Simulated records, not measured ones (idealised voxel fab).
This is a process module. Its name is voxel transistor to metal.
The width of the displayed cross-section, cut, is 290 nm; its cells are square, with a size of 5 nm.
If you're reading a cross-section in this doc, picture square cells in a grid; it comes to you as bands, top ones listed first down to the bottom, and a band can be one or more rows of cells. Quick guide to a band line: top height, bottom height (nm) up front; then every material left to right with its width in nm. Only one material and it's marked "everywhere"? Then it fills the band edge to edge. And "blank" just means empty space. For the purposes of this specification, 0 denotes the height below which the wafer in its as-received condition is composed wholly of one material, and the lowermost band, lacking a lower limit, extends downward without end, as expressed in "0 down". Width "30 to 40": first value at the band's top row of cells, second value at its bottom row, equal change from row to row. Where a step carries "everything unchanged", the cross-section came out of it unchanged, cell for cell. This entry, "Cavities, sealed", enumerates those empty regions of no fewer than 8 cells that possess no open connection to the top. Each region is reported in the form width x height at distance, the distance being taken from the left edge, with all three quantities expressed in nm. Text after the settings on a step's line: the simulator's own remark on that step. Among the settings permitted on a step's line is "overlay nm"; applied to a step with a mask, it specifies the extent to which the mask lay to the right of its planned position, whereas a negative figure signifies a position to the left.
Below is the list of planned process steps:
1) RECEIVE | material Si
2) CONFORMAL_DEP | material SiO2 | thk nm 5
3) CONFORMAL_DEP | material SiN | thk nm 15
4) PATTERN | tone cover | mask id ACTIVE | material resist | width nm 105 | pitch nm 125 | thk nm 15 | overlay nm 0
5) DIRECTIONAL_ETCH | etch materials SiN | depth nm 15
6) DIRECTIONAL_ETCH | etch materials SiO2 | depth nm 5
7) DIRECTIONAL_ETCH | etch materials Si | depth nm 25
8) STRIP | etch materials resist
9) FILL_DEP | material SiO2 | thk nm 15
10) CMP | height nm 20
11) SELECTIVE_ETCH | etch materials SiO2 | depth nm 5
12) STRIP | etch materials SiN
13) SELECTIVE_ETCH | etch materials SiO2 | depth nm 5
14) OXIDIZE | depth nm 5
15) DIRECTIONAL_DEP | material polySi | thk nm 30
16) DIRECTIONAL_DEP | material SiCN | thk nm 15
17) PATTERN | tone cover | mask id GATE | material resist | width nm 35 | pitch nm 125 | thk nm 15 | overlay nm 0
18) DIRECTIONAL_ETCH | etch materials SiCN | depth nm 25
19) DIRECTIONAL_ETCH | etch materials polySi | depth nm 40
20) STRIP | etch materials resist
21) CONFORMAL_DEP | material SiN | thk nm 5
22) DIRECTIONAL_ETCH | etch materials SiN | depth nm 5
23) DIRECTIONAL_ETCH | etch materials SiO2 | depth nm 5
24) EPI | material pSi | thk nm 5
25) FILL_DEP | material SiO2 | thk nm 10
26) CMP | height nm 30
27) STRIP | etch materials polySi
28) SELECTIVE_ETCH | etch materials SiO2 | depth nm 5
29) CONFORMAL_DEP | material HfO2 | thk nm 5
30) CONFORMAL_DEP | material TiN | thk nm 5
31) FILL_DEP | material W | thk nm 5
32) CMP | height nm 25
33) DIRECTIONAL_DEP | material SiO2 | thk nm 15
34) MASKED_ETCH | tone open | mask id CONTACT | width nm 15 | etch materials SiO2 | depth nm 40 | overlay nm 0
35) CONFORMAL_DEP | material TiN | thk nm 5
36) FILL_DEP | material Ru | thk nm 5
37) CMP | height nm 40
38) CONFORMAL_DEP | material SiCN | thk nm 5
39) DIRECTIONAL_DEP | material SiO2 | thk nm 25
40) PATTERN | tone open | mask id METAL_1 | material resist | width nm 15 | thk nm 20 | overlay nm 0
41) DIRECTIONAL_ETCH | etch materials SiO2 | depth nm 25
42) DIRECTIONAL_ETCH | etch materials SiCN | depth nm 5
43) STRIP | etch materials resist
44) CONFORMAL_DEP | material TiN | thk nm 5
45) FILL_DEP | material Ru | thk nm 10
46) CMP | height nm 70
47) CONFORMAL_DEP | material SiCN | thk nm 5
First of two wafers: run as planned:
As-received state of the wafer in cross-section, equivalent to post-step 1:
0 down: Si everywhere
Cavities, sealed: none
Cross-section through the wafer, step 2 finished:
5 to 0: SiO2 everywhere
Below 0, the layers are the same as they were.
Cross-section through the wafer, step 3 finished:
20 to 5: SiN everywhere
Below 5, the layers are the same as they were.
Cross-section through the wafer, step 4 finished:
35 to 20: blank 30; resist 105; blank 20; resist 105; blank 30
Below 20, the layers are the same as they were.
Cross-section through the wafer, step 5 finished:
35 to 20: blank 30; resist 105; blank 20; resist 105; blank 30
20 to 5: blank 30; SiN 105; blank 20; SiN 105; blank 30
Below 5, the layers are the same as they were.
Cross-section through the wafer, step 6 finished:
35 to 20: blank 30; resist 105; blank 20; resist 105; blank 30
20 to 5: blank 30; SiN 105; blank 20; SiN 105; blank 30
5 to 0: blank 30; SiO2 105; blank 20; SiO2 105; blank 30
Below 0, the layers are the same as they were.
Cross-section through the wafer, step 7 finished:
35 to 20: blank 30; resist 105; blank 20; resist 105; blank 30
20 to 5: blank 30; SiN 105; blank 20; SiN 105; blank 30
5 to 0: blank 30; SiO2 105; blank 20; SiO2 105; blank 30
0 to -25: blank 30; Si 105; blank 20; Si 105; blank 30
Below -25, the layers are the same as they were.
Cross-section through the wafer, step 8 finished:
20 to 5: blank 30; SiN 105; blank 20; SiN 105; blank 30
Below 5, the layers are the same as they were.
Cross-section through the wafer, step 9 finished:
35 to 20: SiO2 everywhere
20 to 5: SiO2 30; SiN 105; SiO2 20; SiN 105; SiO2 30
5 to 0: SiO2 everywhere
0 to -25: SiO2 30; Si 105; SiO2 20; Si 105; SiO2 30
Below -25, the layers are the same as they were.
Cross-section through the wafer, step 10 finished:
20 to 5: SiO2 30; SiN 105; SiO2 20; SiN 105; SiO2 30
Below 5, the layers are the same as they were.
Cross-section through the wafer, step 11 finished:
20 to 15: blank 30; SiN 105; blank 20; SiN 105; blank 30
Below 15, the layers are the same as they were.
Cross-section through the wafer, step 12 finished:
15 to 5: SiO2 30; blank 105; SiO2 20; blank 105; SiO2 30
Below 5, the layers are the same as they were.
Cross-section through the wafer, step 13 finished:
10 to 0: SiO2 25; blank 115; SiO2 10; blank 115; SiO2 25
Below 0, the layers are the same as they were.
Cross-section through the wafer, step 14 finished:
10 to 0: SiO2 25; blank 115; SiO2 10; blank 115; SiO2 25
0 to -5: SiO2 everywhere
Below -5, the layers are the same as they were.
Cross-section through the wafer, step 15 finished:
40 to 30: polySi 25; blank 115; polySi 10; blank 115; polySi 25
30 to 10: polySi everywhere
10 to 0: SiO2 25; polySi 115; SiO2 10; polySi 115; SiO2 25
Below 0, the layers are the same as they were.
Cross-section through the wafer, step 16 finished:
55 to 45: SiCN 25; blank 115; SiCN 10; blank 115; SiCN 25
45 to 40: SiCN everywhere
40 to 30: polySi 25; SiCN 115; polySi 10; SiCN 115; polySi 25
Below 30, the layers are the same as they were.
Cross-section through the wafer, step 17 finished:
70 to 55: blank 65; resist 35; blank 90; resist 35; blank 65
55 to 45: SiCN 25; blank 40; resist 35; blank 40; SiCN 10; blank 40; resist 35; blank 40; SiCN 25
Below 45, the layers are the same as they were.
Cross-section through the wafer, step 18 finished:
70 to 45: blank 65; resist 35; blank 90; resist 35; blank 65
45 to 40: blank 65; SiCN 35; blank 90; SiCN 35; blank 65
40 to 30: polySi 25; blank 40; SiCN 35; blank 40; polySi 10; blank 40; SiCN 35; blank 40; polySi 25
Below 30, the layers are the same as they were.
Cross-section through the wafer, step 19 finished:
70 to 45: blank 65; resist 35; blank 90; resist 35; blank 65
45 to 30: blank 65; SiCN 35; blank 90; SiCN 35; blank 65
30 to 10: blank 65; polySi 35; blank 90; polySi 35; blank 65
10 to 0: SiO2 25; blank 40; polySi 35; blank 40; SiO2 10; blank 40; polySi 35; blank 40; SiO2 25
Below 0, the layers are the same as they were.
Cross-section through the wafer, step 20 finished:
45 to 30: blank 65; SiCN 35; blank 90; SiCN 35; blank 65
Below 30, the layers are the same as they were.
Cross-section through the wafer, step 21 finished:
50 to 45: blank 60; SiN 45; blank 80; SiN 45; blank 60
45 to 30: blank 60; SiN 5; SiCN 35; SiN 5; blank 80; SiN 5; SiCN 35; SiN 5; blank 60
30 to 15: blank 60; SiN 5; polySi 35; SiN 5; blank 80; SiN 5; polySi 35; SiN 5; blank 60
15 to 10: SiN 30; blank 30; SiN 5; polySi 35; SiN 5; blank 30; SiN 20; blank 30; SiN 5; polySi 35; SiN 5; blank 30; SiN 30
10 to 5: SiO2 25; SiN 5; blank 30; SiN 5; polySi 35; SiN 5; blank 30; SiN 5; SiO2 10; SiN 5; blank 30; SiN 5; polySi 35; SiN 5; blank 30; SiN 5; SiO2 25
5 to 0: SiO2 25; SiN 40; polySi 35; SiN 40; SiO2 10; SiN 40; polySi 35; SiN 40; SiO2 25
Below 0, the layers are the same as they were.
Cross-section through the wafer, step 22 finished:
45 to 30: blank 60; SiN 5; SiCN 35; SiN 5; blank 80; SiN 5; SiCN 35; SiN 5; blank 60
30 to 10: blank 60; SiN 5; polySi 35; SiN 5; blank 80; SiN 5; polySi 35; SiN 5; blank 60
10 to 0: SiO2 25; SiN 5; blank 30; SiN 5; polySi 35; SiN 5; blank 30; SiN 5; SiO2 10; SiN 5; blank 30; SiN 5; polySi 35; SiN 5; blank 30; SiN 5; SiO2 25
Below 0, the layers are the same as they were.
Cross-section through the wafer, step 23 finished:
45 to 30: blank 60; SiN 5; SiCN 35; SiN 5; blank 80; SiN 5; SiCN 35; SiN 5; blank 60
30 to 10: blank 60; SiN 5; polySi 35; SiN 5; blank 80; SiN 5; polySi 35; SiN 5; blank 60
10 to 5: blank 25; SiN 5; blank 30; SiN 5; polySi 35; SiN 5; blank 30; SiN 5; blank 10; SiN 5; blank 30; SiN 5; polySi 35; SiN 5; blank 30; SiN 5; blank 25
5 to 0: SiO2 25; SiN 5; blank 30; SiN 5; polySi 35; SiN 5; blank 30; SiN 5; SiO2 10; SiN 5; blank 30; SiN 5; polySi 35; SiN 5; blank 30; SiN 5; SiO2 25
0 to -5: SiO2 30; blank 30; SiO2 45; blank 30; SiO2 20; blank 30; SiO2 45; blank 30; SiO2 30
Below -5, the layers are the same as they were.
Cross-section through the wafer, step 24 finished:
45 to 30: blank 60; SiN 5; SiCN 35; SiN 5; blank 80; SiN 5; SiCN 35; SiN 5; blank 60
30 to 10: blank 60; SiN 5; polySi 35; SiN 5; blank 80; SiN 5; polySi 35; SiN 5; blank 60
10 to 5: blank 25; SiN 5; blank 30; SiN 5; polySi 35; SiN 5; blank 30; SiN 5; blank 10; SiN 5; blank 30; SiN 5; polySi 35; SiN 5; blank 30; SiN 5; blank 25
5 to 0: SiO2 25; SiN 5; blank 30; SiN 5; polySi 35; SiN 5; blank 30; SiN 5; SiO2 10; SiN 5; blank 30; SiN 5; polySi 35; SiN 5; blank 30; SiN 5; SiO2 25
0 to -5: SiO2 30; pSi 30; SiO2 45; pSi 30; SiO2 20; pSi 30; SiO2 45; pSi 30; SiO2 30
Below -5, the layers are the same as they were.
Cross-section through the wafer, step 25 finished:
55 to 45: SiO2 everywhere
45 to 30: SiO2 60; SiN 5; SiCN 35; SiN 5; SiO2 80; SiN 5; SiCN 35; SiN 5; SiO2 60
30 to 10: SiO2 60; SiN 5; polySi 35; SiN 5; SiO2 80; SiN 5; polySi 35; SiN 5; SiO2 60
10 to 0: SiO2 25; SiN 5; SiO2 30; SiN 5; polySi 35; SiN 5; SiO2 30; SiN 5; SiO2 10; SiN 5; SiO2 30; SiN 5; polySi 35; SiN 5; SiO2 30; SiN 5; SiO2 25
Below 0, the layers are the same as they were.
Cross-section through the wafer, step 26 finished:
30 to 10: SiO2 60; SiN 5; polySi 35; SiN 5; SiO2 80; SiN 5; polySi 35; SiN 5; SiO2 60
Below 10, the layers are the same as they were.
Cross-section through the wafer, step 27 finished:
30 to 10: SiO2 60; SiN 5; blank 35; SiN 5; SiO2 80; SiN 5; blank 35; SiN 5; SiO2 60
10 to 0: SiO2 25; SiN 5; SiO2 30; SiN 5; blank 35; SiN 5; SiO2 30; SiN 5; SiO2 10; SiN 5; SiO2 30; SiN 5; blank 35; SiN 5; SiO2 30; SiN 5; SiO2 25
Below 0, the layers are the same as they were.
Cross-section through the wafer, step 28 finished:
30 to 25: blank 60; SiN 5; blank 35; SiN 5; blank 80; SiN 5; blank 35; SiN 5; blank 60
25 to 10: SiO2 60; SiN 5; blank 35; SiN 5; SiO2 80; SiN 5; blank 35; SiN 5; SiO2 60
10 to 0: SiO2 25; SiN 5; SiO2 30; SiN 5; blank 35; SiN 5; SiO2 30; SiN 5; SiO2 10; SiN 5; SiO2 30; SiN 5; blank 35; SiN 5; SiO2 30; SiN 5; SiO2 25
0 to -5: SiO2 30; pSi 30; blank 45; pSi 30; SiO2 20; pSi 30; blank 45; pSi 30; SiO2 30
Below -5, the layers are the same as they were.
Cross-section through the wafer, step 29 finished:
35 to 30: blank 55; HfO2 15; blank 25; HfO2 15; blank 70; HfO2 15; blank 25; HfO2 15; blank 55
30 to 25: HfO2 60; SiN 5; HfO2 5; blank 25; HfO2 5; SiN 5; HfO2 80; SiN 5; HfO2 5; blank 25; HfO2 5; SiN 5; HfO2 60
25 to 10: SiO2 60; SiN 5; HfO2 5; blank 25; HfO2 5; SiN 5; SiO2 80; SiN 5; HfO2 5; blank 25; HfO2 5; SiN 5; SiO2 60
10 to 0: SiO2 25; SiN 5; SiO2 30; SiN 5; HfO2 5; blank 25; HfO2 5; SiN 5; SiO2 30; SiN 5; SiO2 10; SiN 5; SiO2 30; SiN 5; HfO2 5; blank 25; HfO2 5; SiN 5; SiO2 30; SiN 5; SiO2 25
0 to -5: SiO2 30; pSi 30; HfO2 45; pSi 30; SiO2 20; pSi 30; HfO2 45; pSi 30; SiO2 30
Below -5, the layers are the same as they were.
Cross-section through the wafer, step 30 finished:
40 to 35: blank 50; TiN 25; blank 15; TiN 25; blank 60; TiN 25; blank 15; TiN 25; blank 50
35 to 30: TiN 55; HfO2 15; TiN 5; blank 15; TiN 5; HfO2 15; TiN 70; HfO2 15; TiN 5; blank 15; TiN 5; HfO2 15; TiN 55
30 to 25: HfO2 60; SiN 5; HfO2 5; TiN 5; blank 15; TiN 5; HfO2 5; SiN 5; HfO2 80; SiN 5; HfO2 5; TiN 5; blank 15; TiN 5; HfO2 5; SiN 5; HfO2 60
25 to 10: SiO2 60; SiN 5; HfO2 5; TiN 5; blank 15; TiN 5; HfO2 5; SiN 5; SiO2 80; SiN 5; HfO2 5; TiN 5; blank 15; TiN 5; HfO2 5; SiN 5; SiO2 60
10 to 5: SiO2 25; SiN 5; SiO2 30; SiN 5; HfO2 5; TiN 5; blank 15; TiN 5; HfO2 5; SiN 5; SiO2 30; SiN 5; SiO2 10; SiN 5; SiO2 30; SiN 5; HfO2 5; TiN 5; blank 15; TiN 5; HfO2 5; SiN 5; SiO2 30; SiN 5; SiO2 25
5 to 0: SiO2 25; SiN 5; SiO2 30; SiN 5; HfO2 5; TiN 25; HfO2 5; SiN 5; SiO2 30; SiN 5; SiO2 10; SiN 5; SiO2 30; SiN 5; HfO2 5; TiN 25; HfO2 5; SiN 5; SiO2 30; SiN 5; SiO2 25
Below 0, the layers are the same as they were.
Cross-section through the wafer, step 31 finished:
45 to 40: W everywhere
40 to 35: W 50; TiN 25; W 15; TiN 25; W 60; TiN 25; W 15; TiN 25; W 50
35 to 30: TiN 55; HfO2 15; TiN 5; W 15; TiN 5; HfO2 15; TiN 70; HfO2 15; TiN 5; W 15; TiN 5; HfO2 15; TiN 55
30 to 25: HfO2 60; SiN 5; HfO2 5; TiN 5; W 15; TiN 5; HfO2 5; SiN 5; HfO2 80; SiN 5; HfO2 5; TiN 5; W 15; TiN 5; HfO2 5; SiN 5; HfO2 60
25 to 10: SiO2 60; SiN 5; HfO2 5; TiN 5; W 15; TiN 5; HfO2 5; SiN 5; SiO2 80; SiN 5; HfO2 5; TiN 5; W 15; TiN 5; HfO2 5; SiN 5; SiO2 60
10 to 5: SiO2 25; SiN 5; SiO2 30; SiN 5; HfO2 5; TiN 5; W 15; TiN 5; HfO2 5; SiN 5; SiO2 30; SiN 5; SiO2 10; SiN 5; SiO2 30; SiN 5; HfO2 5; TiN 5; W 15; TiN 5; HfO2 5; SiN 5; SiO2 30; SiN 5; SiO2 25
Below 5, the layers are the same as they were.
Cross-section through the wafer, step 32 finished:
25 to 10: SiO2 60; SiN 5; HfO2 5; TiN 5; W 15; TiN 5; HfO2 5; SiN 5; SiO2 80; SiN 5; HfO2 5; TiN 5; W 15; TiN 5; HfO2 5; SiN 5; SiO2 60
Below 10, the layers are the same as they were.
Cross-section through the wafer, step 33 finished:
40 to 25: SiO2 everywhere
Below 25, the layers are the same as they were.
Cross-section through the wafer, step 34 finished:
40 to 25: SiO2 35; blank 15; SiO2 65; blank 15; SiO2 30; blank 15; SiO2 65; blank 15; SiO2 35
25 to 10: SiO2 35; blank 15; SiO2 10; SiN 5; HfO2 5; TiN 5; W 15; TiN 5; HfO2 5; SiN 5; SiO2 10; blank 15; SiO2 30; blank 15; SiO2 10; SiN 5; HfO2 5; TiN 5; W 15; TiN 5; HfO2 5; SiN 5; SiO2 10; blank 15; SiO2 35
10 to 5: SiO2 25; SiN 5; SiO2 5; blank 15; SiO2 10; SiN 5; HfO2 5; TiN 5; W 15; TiN 5; HfO2 5; SiN 5; SiO2 10; blank 15; SiO2 5; SiN 5; SiO2 10; SiN 5; SiO2 5; blank 15; SiO2 10; SiN 5; HfO2 5; TiN 5; W 15; TiN 5; HfO2 5; SiN 5; SiO2 10; blank 15; SiO2 5; SiN 5; SiO2 25
5 to 0: SiO2 25; SiN 5; SiO2 5; blank 15; SiO2 10; SiN 5; HfO2 5; TiN 25; HfO2 5; SiN 5; SiO2 10; blank 15; SiO2 5; SiN 5; SiO2 10; SiN 5; SiO2 5; blank 15; SiO2 10; SiN 5; HfO2 5; TiN 25; HfO2 5; SiN 5; SiO2 10; blank 15; SiO2 5; SiN 5; SiO2 25
Below 0, the layers are the same as they were.
Cross-section through the wafer, step 35 finished:
45 to 40: TiN 40; blank 5; TiN 75; blank 5; TiN 40; blank 5; TiN 75; blank 5; TiN 40
40 to 25: SiO2 35; TiN 5; blank 5; TiN 5; SiO2 65; TiN 5; blank 5; TiN 5; SiO2 30; TiN 5; blank 5; TiN 5; SiO2 65; TiN 5; blank 5; TiN 5; SiO2 35
25 to 10: SiO2 35; TiN 5; blank 5; TiN 5; SiO2 10; SiN 5; HfO2 5; TiN 5; W 15; TiN 5; HfO2 5; SiN 5; SiO2 10; TiN 5; blank 5; TiN 5; SiO2 30; TiN 5; blank 5; TiN 5; SiO2 10; SiN 5; HfO2 5; TiN 5; W 15; TiN 5; HfO2 5; SiN 5; SiO2 10; TiN 5; blank 5; TiN 5; SiO2 35
10 to 5: SiO2 25; SiN 5; SiO2 5; TiN 5; blank 5; TiN 5; SiO2 10; SiN 5; HfO2 5; TiN 5; W 15; TiN 5; HfO2 5; SiN 5; SiO2 10; TiN 5; blank 5; TiN 5; SiO2 5; SiN 5; SiO2 10; SiN 5; SiO2 5; TiN 5; blank 5; TiN 5; SiO2 10; SiN 5; HfO2 5; TiN 5; W 15; TiN 5; HfO2 5; SiN 5; SiO2 10; TiN 5; blank 5; TiN 5; SiO2 5; SiN 5; SiO2 25
5 to 0: SiO2 25; SiN 5; SiO2 5; TiN 15; SiO2 10; SiN 5; HfO2 5; TiN 25; HfO2 5; SiN 5; SiO2 10; TiN 15; SiO2 5; SiN 5; SiO2 10; SiN 5; SiO2 5; TiN 15; SiO2 10; SiN 5; HfO2 5; TiN 25; HfO2 5; SiN 5; SiO2 10; TiN 15; SiO2 5; SiN 5; SiO2 25
Below 0, the layers are the same as they were.
Cross-section through the wafer, step 36 finished:
50 to 45: Ru everywhere
45 to 40: TiN 40; Ru 5; TiN 75; Ru 5; TiN 40; Ru 5; TiN 75; Ru 5; TiN 40
40 to 25: SiO2 35; TiN 5; Ru 5; TiN 5; SiO2 65; TiN 5; Ru 5; TiN 5; SiO2 30; TiN 5; Ru 5; TiN 5; SiO2 65; TiN 5; Ru 5; TiN 5; SiO2 35
25 to 10: SiO2 35; TiN 5; Ru 5; TiN 5; SiO2 10; SiN 5; HfO2 5; TiN 5; W 15; TiN 5; HfO2 5; SiN 5; SiO2 10; TiN 5; Ru 5; TiN 5; SiO2 30; TiN 5; Ru 5; TiN 5; SiO2 10; SiN 5; HfO2 5; TiN 5; W 15; TiN 5; HfO2 5; SiN 5; SiO2 10; TiN 5; Ru 5; TiN 5; SiO2 35
10 to 5: SiO2 25; SiN 5; SiO2 5; TiN 5; Ru 5; TiN 5; SiO2 10; SiN 5; HfO2 5; TiN 5; W 15; TiN 5; HfO2 5; SiN 5; SiO2 10; TiN 5; Ru 5; TiN 5; SiO2 5; SiN 5; SiO2 10; SiN 5; SiO2 5; TiN 5; Ru 5; TiN 5; SiO2 10; SiN 5; HfO2 5; TiN 5; W 15; TiN 5; HfO2 5; SiN 5; SiO2 10; TiN 5; Ru 5; TiN 5; SiO2 5; SiN 5; SiO2 25
Below 5, the layers are the same as they were.
Cross-section through the wafer, step 37 finished:
40 to 25: SiO2 35; TiN 5; Ru 5; TiN 5; SiO2 65; TiN 5; Ru 5; TiN 5; SiO2 30; TiN 5; Ru 5; TiN 5; SiO2 65; TiN 5; Ru 5; TiN 5; SiO2 35
Below 25, the layers are the same as they were.
Cross-section through the wafer, step 38 finished:
45 to 40: SiCN everywhere
Below 40, the layers are the same as they were.
Cross-section through the wafer, step 39 finished:
70 to 45: SiO2 everywhere
Below 45, the layers are the same as they were.
Cross-section through the wafer, step 40 finished:
90 to 70: resist 35; blank 15; resist 65; blank 15; resist 30; blank 15; resist 65; blank 15; resist 35
Below 70, the layers are the same as they were.
Cross-section through the wafer, step 41 finished:
90 to 70: resist 35; blank 15; resist 65; blank 15; resist 30; blank 15; resist 65; blank 15; resist 35
70 to 45: SiO2 35; blank 15; SiO2 65; blank 15; SiO2 30; blank 15; SiO2 65; blank 15; SiO2 35
Below 45, the layers are the same as they were.
Cross-section through the wafer, step 42 finished:
90 to 70: resist 35; blank 15; resist 65; blank 15; resist 30; blank 15; resist 65; blank 15; resist 35
70 to 45: SiO2 35; blank 15; SiO2 65; blank 15; SiO2 30; blank 15; SiO2 65; blank 15; SiO2 35
45 to 40: SiCN 35; blank 15; SiCN 65; blank 15; SiCN 30; blank 15; SiCN 65; blank 15; SiCN 35
Below 40, the layers are the same as they were.
Cross-section through the wafer, step 43 finished:
70 to 45: SiO2 35; blank 15; SiO2 65; blank 15; SiO2 30; blank 15; SiO2 65; blank 15; SiO2 35
Below 45, the layers are the same as they were.
Cross-section through the wafer, step 44 finished:
75 to 70: TiN 40; blank 5; TiN 75; blank 5; TiN 40; blank 5; TiN 75; blank 5; TiN 40
70 to 45: SiO2 35; TiN 5; blank 5; TiN 5; SiO2 65; TiN 5; blank 5; TiN 5; SiO2 30; TiN 5; blank 5; TiN 5; SiO2 65; TiN 5; blank 5; TiN 5; SiO2 35
45 to 40: SiCN 35; TiN 15; SiCN 65; TiN 15; SiCN 30; TiN 15; SiCN 65; TiN 15; SiCN 35
Below 40, the layers are the same as they were.
Cross-section through the wafer, step 45 finished:
85 to 75: Ru everywhere
75 to 70: TiN 40; Ru 5; TiN 75; Ru 5; TiN 40; Ru 5; TiN 75; Ru 5; TiN 40
70 to 45: SiO2 35; TiN 5; Ru 5; TiN 5; SiO2 65; TiN 5; Ru 5; TiN 5; SiO2 30; TiN 5; Ru 5; TiN 5; SiO2 65; TiN 5; Ru 5; TiN 5; SiO2 35
Below 45, the layers are the same as they were.
Cross-section through the wafer, step 46 finished:
70 to 45: SiO2 35; TiN 5; Ru 5; TiN 5; SiO2 65; TiN 5; Ru 5; TiN 5; SiO2 30; TiN 5; Ru 5; TiN 5; SiO2 65; TiN 5; Ru 5; TiN 5; SiO2 35
Below 45, the layers are the same as they were.
Cross-section through the wafer, step 47 finished:
75 to 70: SiCN everywhere
Below 70, the layers are the same as they were.
Wafer two: like wafer one in start and plan, but with one mistake in execution; identical up to and including step 37:
Cross-section, second wafer, at the end time the plan gives for step 38:
45 to 40: HfO2 everywhere
Below 40, the layers are the same as they were.
Cross-section, second wafer, at the end time the plan gives for step 39:
70 to 45: SiO2 everywhere
Below 45, the layers are the same as they were.
Cross-section, second wafer, at the end time the plan gives for step 40:
90 to 70: resist 35; blank 15; resist 65; blank 15; resist 30; blank 15; resist 65; blank 15; resist 35
Below 70, the layers are the same as they were.
Cross-section, second wafer, at the end time the plan gives for step 41:
90 to 70: resist 35; blank 15; resist 65; blank 15; resist 30; blank 15; resist 65; blank 15; resist 35
70 to 45: SiO2 35; blank 15; SiO2 65; blank 15; SiO2 30; blank 15; SiO2 65; blank 15; SiO2 35
Below 45, the layers are the same as they were.
Cross-section, second wafer, at the end time the plan gives for step 42: everything unchanged
Cross-section, second wafer, at the end time the plan gives for step 43:
70 to 45: SiO2 35; blank 15; SiO2 65; blank 15; SiO2 30; blank 15; SiO2 65; blank 15; SiO2 35
Below 45, the layers are the same as they were.
Cross-section, second wafer, at the end time the plan gives for step 44:
75 to 70: TiN 40; blank 5; TiN 75; blank 5; TiN 40; blank 5; TiN 75; blank 5; TiN 40
70 to 50: SiO2 35; TiN 5; blank 5; TiN 5; SiO2 65; TiN 5; blank 5; TiN 5; SiO2 30; TiN 5; blank 5; TiN 5; SiO2 65; TiN 5; blank 5; TiN 5; SiO2 35
50 to 45: SiO2 35; TiN 15; SiO2 65; TiN 15; SiO2 30; TiN 15; SiO2 65; TiN 15; SiO2 35
Below 45, the layers are the same as they were.
Cross-section, second wafer, at the end time the plan gives for step 45:
85 to 75: Ru everywhere
75 to 70: TiN 40; Ru 5; TiN 75; Ru 5; TiN 40; Ru 5; TiN 75; Ru 5; TiN 40
70 to 50: SiO2 35; TiN 5; Ru 5; TiN 5; SiO2 65; TiN 5; Ru 5; TiN 5; SiO2 30; TiN 5; Ru 5; TiN 5; SiO2 65; TiN 5; Ru 5; TiN 5; SiO2 35
Below 50, the layers are the same as they were.
Cross-section, second wafer, at the end time the plan gives for step 46:
70 to 50: SiO2 35; TiN 5; Ru 5; TiN 5; SiO2 65; TiN 5; Ru 5; TiN 5; SiO2 30; TiN 5; Ru 5; TiN 5; SiO2 65; TiN 5; Ru 5; TiN 5; SiO2 35
Below 50, the layers are the same as they were.
Cross-section, second wafer, at the end time the plan gives for step 47:
75 to 70: SiCN everywhere
Below 70, the layers are the same as they were.
Want to know what went wrong? step 38: run off-plan, actual operation and settings CONFORMAL_DEP | material HfO2 | thk nm 5
End of process, cell counts, second wafer against first, materials with more or fewer: HfO2: 58 more, Ru: 4 fewer, SiCN: 46 fewer, TiN: 8 fewer
